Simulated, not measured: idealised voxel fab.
You're looking at the process module voxel spacer lines.
Xsec cut, 220 nm wide, square cell size 5 nm.
A cross-section is written here as square cells arranged in a grid, and it is given in bands from the top down, each band taking up one or more rows of cells. Look at the band entry: it leads with the top's height and the bottom's height in nm. Then it lists the materials left to right, with a width in nm for each. The word "all across" on a single material says that material fills the band edge to edge. The word "air" is empty space. Where do heights start? At 0: under that level the wafer as delivered is made of one material only. And the lowest band has no floor; it just carries on downward, as in "0 nm and below". The two numbers in a width such as "30 to 40" mark its ends across the band: the first belongs to the top row of cells, the second to the bottom row, and from each row to the next the width moves by the same amount. The cross-section has no changed cell in any step marked "remains unaltered". Look at "Closed cavity list" for the closed voids: empty spaces with no open path to the top, sized 8 cells or up. Each is width x height at distance, distance from the left edge, all nm. Anything after a step's settings on that line? It's the simulator's own note about the step. The setting "overlay nm" may be written on the line of a step. When the step uses a mask, the value reports how far to the right of the planned place the mask lay, and a negative value reports that it lay to the left.
plan:
step 1: RECEIVE with material Si
step 2: CONFORMAL_DEP with material Al2O3, thk nm 5
step 3: DIRECTIONAL_DEP with material polySi, thk nm 15
step 4: DIRECTIONAL_DEP with material aC, thk nm 30
step 5: PATTERN with tone cover, mask id MANDREL, material resist, width nm 25, pitch nm 80, thk nm 40, overlay nm 0
step 6: DIRECTIONAL_ETCH with etch materials aC, depth nm 30
step 7: STRIP with etch materials resist
step 8: CONFORMAL_DEP with material SiN, thk nm 15
step 9: DIRECTIONAL_ETCH with etch materials SiN, depth nm 15
step 10: STRIP with etch materials aC
step 11: DIRECTIONAL_ETCH with etch materials polySi, depth nm 15
step 12: STRIP with etch materials SiN
Received-state cross-section, reflecting completion of step 1:
> 0 nm and below | Si all across
> Closed cavity list: none
One mistake in running the module, otherwise start and plan as above: cross-section at the end:
> 20 nm to 5 nm | 55 of polySi, 25 of air, 55 of polySi, 25 of air, 55 of polySi, 5 of air
> 5 nm to 0 nm | Al2O3 all across
> 0 nm and below | Si all across
> Closed cavity list: none
It is concluded that the wafer was processed incorrectly with respect to the plan, in that steps 10 and 11 run out of order (swapped)
